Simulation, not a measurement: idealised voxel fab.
Title: Process Module voxel capacitor over wiring
Square cell edge 5 nm, section width 220 nm, ID cut.
A cross-section in this document is a grid of square cells, and it is written down as bands, the top band listed before the ones below it; a band is made up of one or more rows of cells.
Quick guide to a band line: top height, bottom height (nm) up front; then every material left to right with its width in nm. Only one material and it's marked "throughout"? Then it fills the band edge to edge. And "blank" just means empty space.
Heights are reckoned from 0. Under this level, the received wafer is all of one material. The bottommost band is open-ended downward, for example "0..down".
Read "30 to 40" as a graded width: first number on top, second number at the bottom, same change between each pair of neighbouring rows.
Given "nothing changed" for a step, no cell of the cross-section differs between before and after that step.
"Enclosed void listing" means: voids of 8 cells or more that are shut off from the top with no open way through. Written width x height at distance, distance from the left edge, in nm.
What comes after the settings on a step's line is commentary from the simulator itself on that step.
A step's line can hold "overlay nm"; with a mask on that step, the setting says how far right of the planned place the mask lay, while a negative setting says it lay to the left.
[The process steps that were planned are listed below]
| 1 | RECEIVE (material Si) |
| 2 | CONFORMAL_DEP (material SiO2; thk nm 10) |
| 3 | DIRECTIONAL_DEP (material TiN; thk nm 5) |
| 4 | DIRECTIONAL_DEP (material W; thk nm 20) |
| 5 | DIRECTIONAL_DEP (material aC; thk nm 10) |
| 6 | PATTERN (tone cover; mask id METAL_1; material resist; width nm 20; pitch nm 70; thk nm 30; overlay nm 0) |
| 7 | DIRECTIONAL_ETCH (etch materials aC; depth nm 10) |
| 8 | STRIP (etch materials resist) |
| 9 | DIRECTIONAL_ETCH (etch materials W; depth nm 20) |
| 10 | DIRECTIONAL_ETCH (etch materials TiN; depth nm 5) |
| 11 | STRIP (etch materials aC) |
| 12 | FILL_DEP (material SiO2; thk nm 10) |
| 13 | CMP (height nm 35) |
| 14 | CONFORMAL_DEP (material SiCN; thk nm 5) |
| 15 | DIRECTIONAL_DEP (material SiO2; thk nm 20) |
| 16 | PATTERN (tone open; mask id PLUG_1; material resist; width nm 15; thk nm 20; overlay nm 0) |
| 17 | DIRECTIONAL_ETCH (etch materials SiO2; depth nm 20) |
| 18 | DIRECTIONAL_ETCH (etch materials SiCN; depth nm 5) |
| 19 | STRIP (etch materials resist) |
| 20 | CONFORMAL_DEP (material TiN; thk nm 5) |
| 21 | FILL_DEP (material Cu; thk nm 5) |
| 22 | CMP (height nm 60) |
| 23 | DIRECTIONAL_DEP (material TiN; thk nm 10) |
| 24 | DIRECTIONAL_DEP (material HfO2; thk nm 5) |
| 25 | DIRECTIONAL_DEP (material TiN; thk nm 5) |
| 26 | MASKED_ETCH (tone cover; mask id UPPER_PLATE; width nm 55; etch materials TiN; depth nm 5; overlay nm 0) |
| 27 | MASKED_ETCH (tone cover; mask id UPPER_PLATE; width nm 55; etch materials HfO2; depth nm 5; overlay nm 0) |
| 28 | MASKED_ETCH (tone cover; mask id LOWER_PLATE; width nm 65; etch materials TiN; depth nm 10; overlay nm 0) |
| 29 | FILL_DEP (material SiO2; thk nm 20) |
| 30 | CMP (height nm 95) |
| 31 | PATTERN (tone open; mask id PLUG_2; material resist; width nm 15; thk nm 15; overlay nm 0) |
| 32 | DIRECTIONAL_ETCH (etch materials SiO2; depth nm 15) |
| 33 | STRIP (etch materials resist) |
| 34 | CONFORMAL_DEP (material TiN; thk nm 5) |
| 35 | FILL_DEP (material Cu; thk nm 10) |
| 36 | CMP (height nm 85) |
| 37 | CONFORMAL_DEP (material SiN; thk nm 5) |
For clarity, it should be stated that the wafers under discussion commence in an identical condition and differ with respect to the height nm of step 36, the plan indicating the value that the first wafer had.
[So this is the first of several wafers, cross-sectioned as it came to us, meaning it's at the end of step 1]
  0..down: Si throughout
  Enclosed void listing: none
[Wafer rows, end of module: cells per material gained (+) or lost (-) since receipt; closed voids last]
height nm 85; +4 Cu; +11 HfO2; +41 SiCN; +44 SiN; +601 SiO2; +59 TiN; +32 W; Enclosed void listing: none
height nm 90; +5 Cu; +11 HfO2; +41 SiCN; +44 SiN; +642 SiO2; +61 TiN; +32 W; Enclosed void listing: none
height nm 95; +6 Cu; +11 HfO2; +41 SiCN; +44 SiN; +683 SiO2; +63 TiN; +32 W; Enclosed void listing: none
height nm 100; +7 Cu; +11 HfO2; +41 SiCN; +44 SiN; +683 SiO2; +106 TiN; +32 W; Enclosed void listing: none
height nm 105; +51 Cu; +11 HfO2; +41 SiCN; +44 SiN; +683 SiO2; +106 TiN; +32 W; Enclosed void listing: none
height nm 110; +95 Cu; +11 HfO2; +41 SiCN; +44 SiN; +683 SiO2; +106 TiN; +32 W; Enclosed void listing: none
